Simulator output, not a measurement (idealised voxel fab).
The process module presented herein is designated voxel wiring stack.
The cross-section shown here is cut; it is 205 nm wide and divided into square cells measuring 5 nm on a side.
Square cells in a grid make up a cross-section in this document, and the grid is given as bands, listed from the top down, each one or more rows of cells.
What a band's entry tells you: where the top is and where the bottom is, as heights in nm, and after that what lies inside, material by material from left to right, each with its width in nm. Empty space is written as the word "blank", and a single material marked with the word "throughout" occupies the band from edge to edge.
Zero point of the height axis is 0; under it, received wafer = one material. Lowest band: continues down indefinitely, "0 and below".
The expression "30..40" gives the width at the extremes of the band, the first number at its top row of cells and the second at its bottom row, with the width changing by equal amounts from each row to the next in between.
"same as before" means the step left every cell of the cross-section as it was.
"Closed voids list" enumerates empty spaces isolated from the top, with no open way to it, that contain at least 8 cells, giving each as width x height at distance from the left edge, all three in nm.
Text after the settings on a step's line: the simulator's own remark on that step.
A step's line can hold "overlay nm"; with a mask on that step, the setting says how far right of the planned place the mask lay, while a negative setting says it lay to the left.
# plan
- 1: RECEIVE: material Si
- 2: CONFORMAL_DEP: material SiO2, thk nm 15
- 3: CONFORMAL_DEP: material SiCN, thk nm 5
- 4: DIRECTIONAL_DEP: material lowk, thk nm 25
- 5: DIRECTIONAL_DEP: material aC, thk nm 10
- 6: PATTERN: tone open, mask id METAL_1, material resist, width nm 25, pitch nm 50, thk nm 30, overlay nm 0
- 7: DIRECTIONAL_ETCH: etch materials aC, depth nm 10
- 8: STRIP: etch materials resist
- 9: DIRECTIONAL_ETCH: etch materials lowk, depth nm 25
- 10: DIRECTIONAL_ETCH: etch materials SiCN, depth nm 5
- 11: STRIP: etch materials aC
- 12: CONFORMAL_DEP: material TiN, thk nm 5
- 13: FILL_DEP: material Cu, thk nm 10
- 14: CMP: height nm 45
- 15: CONFORMAL_DEP: material SiCN, thk nm 5
- 16: DIRECTIONAL_DEP: material lowk, thk nm 15
- 17: DIRECTIONAL_DEP: material aC, thk nm 15
- 18: PATTERN: tone open, mask id PLUG_1, material resist, width nm 15, pitch nm 50, thk nm 30, overlay nm 0
- 19: DIRECTIONAL_ETCH: etch materials aC, depth nm 15
- 20: STRIP: etch materials resist
- 21: DIRECTIONAL_ETCH: etch materials lowk, depth nm 15
- 22: DIRECTIONAL_ETCH: etch materials SiCN, depth nm 5
- 23: STRIP: etch materials aC
- 24: CONFORMAL_DEP: material TiN, thk nm 5
- 25: FILL_DEP: material Ru, thk nm 5
- 26: CMP: height nm 65
- 27: DIRECTIONAL_DEP: material TiN, thk nm 5
- 28: DIRECTIONAL_DEP: material W, thk nm 20
- 29: MASKED_ETCH: tone cover, mask id METAL_2, width nm 25, pitch nm 50, etch materials W, depth nm 20, overlay nm 0
- 30: MASKED_ETCH: tone cover, mask id METAL_2, width nm 25, pitch nm 50, etch materials TiN, depth nm 5, overlay nm 0
- 31: FILL_DEP: material SiO2, thk nm 5
- 32: CMP: height nm 90
- 33: CONFORMAL_DEP: material SiN, thk nm 5
# As-received wafer cross-section (after step 1)
* 0 and below = Si throughout
* Closed voids list: none
# Starting wafer: above. Plan: above. Run: one mistake. Cross-section after the module: below
* 95 down to 90 = SiN throughout
* 90 down to 70 = SiO2 40 nm / W 25 nm / SiO2 25 nm / W 25 nm / SiO2 25 nm / W 25 nm / SiO2 40 nm
* 70 down to 65 = SiO2 40 nm / TiN 25 nm / SiO2 25 nm / TiN 25 nm / SiO2 25 nm / TiN 25 nm / SiO2 40 nm
* 65 down to 60 = Ru throughout
* 60 down to 55 = TiN 45 nm / Ru 5 nm / TiN 45 nm / Ru 5 nm / TiN 45 nm / Ru 5 nm / TiN 55 nm
* 55 down to 50 = lowk 40 nm / TiN 5 nm / Ru 5 nm / TiN 5 nm / lowk 35 nm / TiN 5 nm / Ru 5 nm / TiN 5 nm / lowk 35 nm / TiN 5 nm / Ru 5 nm / TiN 5 nm / lowk 50 nm
* 50 down to 45 = SiCN 40 nm / TiN 15 nm / SiCN 35 nm / TiN 15 nm / SiCN 35 nm / TiN 15 nm / SiCN 50 nm
* 45 down to 20 = lowk 40 nm / TiN 5 nm / Cu 15 nm / TiN 5 nm / lowk 25 nm / TiN 5 nm / Cu 15 nm / TiN 5 nm / lowk 25 nm / TiN 5 nm / Cu 15 nm / TiN 5 nm / lowk 40 nm
* 20 down to 15 = SiCN 40 nm / TiN 25 nm / SiCN 25 nm / TiN 25 nm / SiCN 25 nm / TiN 25 nm / SiCN 40 nm
* 15 down to 0 = SiO2 throughout
* 0 and below = Si throughout
* Closed voids list: none
Deviation noted in wafer processing: contrary to plan, step 16 was performed as DIRECTIONAL_DEP: material lowk, thk nm 5
